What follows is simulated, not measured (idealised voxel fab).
Process module heading - voxel self aligned contacts
Section shown: cut. Width: 170 nm. Cell size: 5 nm, square.
In this document a cross-section is written as a grid of square cells. It is given as a series of bands, listed from the top down, and a band is one or more rows of cells.
Heights first: top, then bottom, in nm. Then materials, left to right, each with a width in nm. "everywhere" on a single material: fills the band edge to edge. "blank": empty space.
Convention: height 0 is the level below which the wafer, as received, is all one material. The lowest band does not terminate at the bottom but continues downward, represented as "0 and below".
Width "30 to 40": first value at the band's top row of cells, second value at its bottom row, equal change from row to row.
You'll sometimes find "remains unaltered" written for a step, and that's the way of saying that nowhere in the cross-section did a cell change during that step.
The entry titled "Enclosed void list" provides the empty spaces that have no open way to the top, restricted to those of 8 cells or more. Each is presented as width x height at distance, the distance being measured from the left edge, with all three in nm.
Note: text after step settings on the step line = simulator remark on that step.
"overlay nm", when on a step's line for a step with a mask, measures how far to the right of its planned place the mask lay; a negative measure means to the left.

BELOW IS THE LIST OF PLANNED PROCESS STEPS
1: RECEIVE: material Si
2: CONFORMAL_DEP: material SiO2, thk nm 5
3: DIRECTIONAL_DEP: material polySi, thk nm 25
4: DIRECTIONAL_DEP: material SiN, thk nm 20
5: PATTERN: tone cover, mask id GATE, material resist, width nm 35, pitch nm 70, thk nm 15, overlay nm -15
6: DIRECTIONAL_ETCH: etch materials SiN, depth nm 20
7: DIRECTIONAL_ETCH: etch materials polySi, depth nm 25
8: STRIP: etch materials resist
9: CONFORMAL_DEP: material SiN, thk nm 10
10: DIRECTIONAL_ETCH: etch materials SiN, depth nm 10
11: FILL_DEP: material SiO2, thk nm 20
12: CMP: height nm 60
13: PATTERN: tone open, mask id CONTACT, material resist, width nm 55, thk nm 15, overlay nm 0
14: DIRECTIONAL_ETCH: etch materials SiO2, depth nm 60
15: STRIP: etch materials resist
16: CONFORMAL_DEP: material TiN, thk nm 5
17: FILL_DEP: material Ru, thk nm 10
18: CMP: height nm 60
19: CONFORMAL_DEP: material SiCN, thk nm 5
Every wafer here starts from the same state; it is the step 5 overlay nm that distinguishes them, and the value the plan gives belongs to the first wafer.

SECTIONAL VIEW: FIRST OF SEVERAL WAFERS, AS RECEIVED, AFTER STEP 1
> 0 and below  Si everywhere
> Enclosed void list: none

END OF MODULE: CROSS-SECTION OF THE FIRST OF SEVERAL WAFERS AFTER STEP 19, THE LAST STEP
> 65 down to 60  SiCN everywhere
> 60 down to 50  55 of SiO2; 5 to 10 of TiN; 45 to 5 of Ru; 5 to 40 of TiN; 60 of SiO2
> 50 down to 30  5 of SiO2; 55 of SiN; 5 of TiN; 5 of Ru; 5 of TiN; 55 of SiN; 40 of SiO2
> 30 down to 5  5 of SiO2; 10 of SiN; 35 of polySi; 10 of SiN; 5 of TiN; 5 of Ru; 5 of TiN; 10 of SiN; 35 of polySi; 10 of SiN; 40 of SiO2
> 5 down to 0  60 of SiO2; 15 of TiN; 95 of SiO2
> 0 and below  Si everywhere
> Enclosed void list: none

CROSS-SECTION AT MODULE COMPLETION, LAST WAFER
> 65 down to 60  SiCN everywhere
> 60 down to 50  55 of SiO2; 5 to 40 of TiN; 45 to 5 of Ru; 5 to 10 of TiN; 60 of SiO2
> 50 down to 30  35 of SiO2; 55 of SiN; 5 of TiN; 5 of Ru; 5 of TiN; 55 of SiN; 10 of SiO2
> 30 down to 5  35 of SiO2; 10 of SiN; 35 of polySi; 10 of SiN; 5 of TiN; 5 of Ru; 5 of TiN; 10 of SiN; 35 of polySi; 10 of SiN; 10 of SiO2
> 5 down to 0  90 of SiO2; 15 of TiN; 65 of SiO2
> 0 and below  Si everywhere
> Enclosed void list: none

TAKE ANY ROW AND YOU HAVE A WAFER AT THE END OF THE MODULE: HOW MANY CELLS OF EACH MATERIAL IT HAS GAINED (+) OR LOST (-) SINCE IT WAS RECEIVED, AND THEN ITS CLOSED VOIDS
overlay nm -15; +19 Ru; +34 SiCN; +128 SiN; +158 SiO2; +33 TiN; +70 polySi; Enclosed void list: none
overlay nm -10; +19 Ru; +34 SiCN; +128 SiN; +158 SiO2; +33 TiN; +70 polySi; Enclosed void list: none
overlay nm -5; +19 Ru; +34 SiCN; +128 SiN; +158 SiO2; +33 TiN; +70 polySi; Enclosed void list: none
overlay nm 0; +19 Ru; +34 SiCN; +128 SiN; +158 SiO2; +33 TiN; +70 polySi; Enclosed void list: none
overlay nm 5; +19 Ru; +34 SiCN; +128 SiN; +158 SiO2; +33 TiN; +70 polySi; Enclosed void list: none
overlay nm 10; +19 Ru; +34 SiCN; +128 SiN; +158 SiO2; +33 TiN; +70 polySi; Enclosed void list: none
overlay nm 15; +19 Ru; +34 SiCN; +128 SiN; +158 SiO2; +33 TiN; +70 polySi; Enclosed void list: none
